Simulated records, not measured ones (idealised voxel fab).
Name of the process module below: voxel trench capacitor
Cross-section cut: width 185 nm, square cells of 5 nm.
The cross-sections in this document take the form of a grid made of square cells. They are written out as bands, in order from top to bottom. Each band consists of one or more rows of cells.
Heights first: top, then bottom, in nm. Then materials, left to right, each with a width in nm. "everywhere" on a single material: fills the band edge to edge. "air": empty space.
Heights from 0 (as-received wafer is one material below). Bottom band endless downward, as "0 -> down".
A width such as "30->40" changes by the same amount from each row of cells to the next, from the band's top row to its bottom row.
"same as before" means the step left every cell of the cross-section as it was.
Empty spaces without an open route to the top, at least 8 cells in extent, make up the entry "Closed void list"; each is given as width x height at distance, where the distance is measured from the left edge, and all are in nm.
Text after the settings on a step's line: the simulator's own remark on that step.
Regarding "overlay nm": on a step with a mask, it is the distance the mask lay to the right of its planned place; a negative value places it to the left.
Below is the list of planned process steps
- 1: RECEIVE (material Si)
- 2: CONFORMAL_DEP (material SiN; thk nm 5)
- 3: DIRECTIONAL_DEP (material aC; thk nm 15)
- 4: PATTERN (tone open; mask id TRENCH; material resist; width nm 25; pitch nm 40; thk nm 35; overlay nm 0)
- 5: DIRECTIONAL_ETCH (etch materials aC; depth nm 15)
- 6: STRIP (etch materials resist)
- 7: DIRECTIONAL_ETCH (etch materials SiN; depth nm 5)
- 8: DIRECTIONAL_ETCH (etch materials Si; depth nm 30)
- 9: STRIP (etch materials aC)
- 10: CONFORMAL_DEP (material HfO2; thk nm 5)
- 11: CONFORMAL_DEP (material TiN; thk nm 5)
- 12: FILL_DEP (material W; thk nm 10)
- 13: CMP (height nm 5)
Cross-section: wafer on arrival = after step 1
- 0 -> down: Si everywhere
- Closed void list: none
End-of-module XS, first of two wafers, run as planned
- 5 -> 0: SiN: 40 / HfO2: 5 / TiN: 5 / W: 5 / TiN: 5 / HfO2: 5 / SiN: 15 / HfO2: 5 / TiN: 5 / W: 5 / TiN: 5 / HfO2: 5 / SiN: 15 / HfO2: 5 / TiN: 5 / W: 5 / TiN: 5 / HfO2: 5 / SiN: 40
- 0 -> -20: Si: 40 / HfO2: 5 / TiN: 5 / W: 5 / TiN: 5 / HfO2: 5 / Si: 15 / HfO2: 5 / TiN: 5 / W: 5 / TiN: 5 / HfO2: 5 / Si: 15 / HfO2: 5 / TiN: 5 / W: 5 / TiN: 5 / HfO2: 5 / Si: 40
- -20 -> -25: Si: 40 / HfO2: 5 / TiN: 15 / HfO2: 5 / Si: 15 / HfO2: 5 / TiN: 15 / HfO2: 5 / Si: 15 / HfO2: 5 / TiN: 15 / HfO2: 5 / Si: 40
- -25 -> -30: Si: 40 / HfO2: 25 / Si: 15 / HfO2: 25 / Si: 15 / HfO2: 25 / Si: 40
- -30 -> down: Si everywhere
- Closed void list: none
The second wafer, shown in cross-section after the module: started the same way as the first and given the same plan, yet one mistake crept into how it was run
- 5 -> 0: SiN: 40 / HfO2: 5 / TiN: 5 / W: 5 / TiN: 5 / HfO2: 5 / SiN: 15 / HfO2: 5 / TiN: 5 / W: 5 / TiN: 5 / HfO2: 5 / SiN: 15 / HfO2: 5 / TiN: 5 / W: 5 / TiN: 5 / HfO2: 5 / SiN: 40
- 0 -> -50: Si: 40 / HfO2: 5 / TiN: 5 / W: 5 / TiN: 5 / HfO2: 5 / Si: 15 / HfO2: 5 / TiN: 5 / W: 5 / TiN: 5 / HfO2: 5 / Si: 15 / HfO2: 5 / TiN: 5 / W: 5 / TiN: 5 / HfO2: 5 / Si: 40
- -50 -> -55: Si: 40 / HfO2: 5 / TiN: 15 / HfO2: 5 / Si: 15 / HfO2: 5 / TiN: 15 / HfO2: 5 / Si: 15 / HfO2: 5 / TiN: 15 / HfO2: 5 / Si: 40
- -55 -> -60: Si: 40 / HfO2: 25 / Si: 15 / HfO2: 25 / Si: 15 / HfO2: 25 / Si: 40
- -60 -> down: Si everywhere
- Closed void list: none
Finding, execution versus plan: step 8 in the plan was executed twice
End check, counted in cells, second wafer has more or fewer of these materials than the first: +36 HfO2; -90 Si; +36 TiN; +18 W
